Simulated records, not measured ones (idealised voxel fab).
process module | voxel ribs on slabs
cross-section cut | 195 nm wide | cells 5 nm
A cross-section is a grid of square cells, given in bands from the top down. A band is one or more rows of cells.
Each band's line starts with the height of the band's top and of its bottom, in nm. Then come its materials from left to right, each with its width in nm. One material with "throughout" fills the band from edge to edge. "air" is empty space.
Height 0 is the level under which the wafer as received is all one material. The lowest band goes on downwards, as in "0 down".
A width such as "30 to 40" changes by the same amount from each row of cells to the next, from the band's top row to its bottom row.
"no change" after a step means that no cell of the cross-section changed.
closed voids: empty space of 8 cells or more with no open way to the top, each as width x height at its distance from the left edge, in nm
after a step's settings: what the simulator itself notes on the step
overlay nm, on a step with a mask: how far to the right of its planned place the mask lay; to the left if negative
plan
1 op RECEIVE | material Si
2 op DIRECTIONAL_DEP | material SiO2 | thk nm 30
3 op DIRECTIONAL_DEP | material SiN | thk nm 25
4 op PATTERN | tone cover | mask id RIB | material resist | width nm 30 | thk nm 15 | overlay nm 0
5 op DIRECTIONAL_ETCH | etch materials SiN | depth nm 15
6 op STRIP | etch materials resist
7 op DIRECTIONAL_DEP | material aC | thk nm 10
8 op PATTERN | tone cover | mask id SLAB | material resist | width nm 70 | thk nm 25 | overlay nm 0
9 op DIRECTIONAL_ETCH | etch materials aC | depth nm 10
10 op STRIP | etch materials resist
11 op DIRECTIONAL_ETCH | etch materials SiN | depth nm 10
12 op STRIP | etch materials aC
13 op FILL_DEP | material SiO2 | thk nm 25
14 op CMP | height nm 70
15 op DIRECTIONAL_DEP | material W | thk nm 10
16 op DIRECTIONAL_DEP | material aC | thk nm 15
17 op PATTERN | tone cover | mask id HEATER | material resist | width nm 40 | thk nm 35 | overlay nm 0
18 op DIRECTIONAL_ETCH | etch materials aC | depth nm 15
19 op STRIP | etch materials resist
20 op DIRECTIONAL_ETCH | etch materials W | depth nm 10
21 op STRIP | etch materials aC
22 op CONFORMAL_DEP | material SiO2 | thk nm 10
as received, after step 1
  0 down: Si throughout
  closed voids: none
first wafer at the end, as planned
  90 to 80: air 65 | SiO2 60 | air 70
  80 to 70: SiO2 75 | W 40 | SiO2 80
  70 to 55: SiO2 throughout
  55 to 40: SiO2 80 | SiN 30 | SiO2 85
  40 to 30: SiO2 60 | SiN 70 | SiO2 65
  30 to 0: SiO2 throughout
  0 down: Si throughout
  closed voids: none
second wafer at the end: like start, like plan, one mistake
  80 to 70: air 75 | W 40 | air 80
  70 to 55: SiO2 throughout
  55 to 40: SiO2 80 | SiN 30 | SiO2 85
  40 to 30: SiO2 60 | SiN 70 | SiO2 65
  30 to 0: SiO2 throughout
  0 down: Si throughout
  closed voids: none
what went wrong: step 22 was left out
at the end the second wafer has, in cells: 86 fewer of SiO2
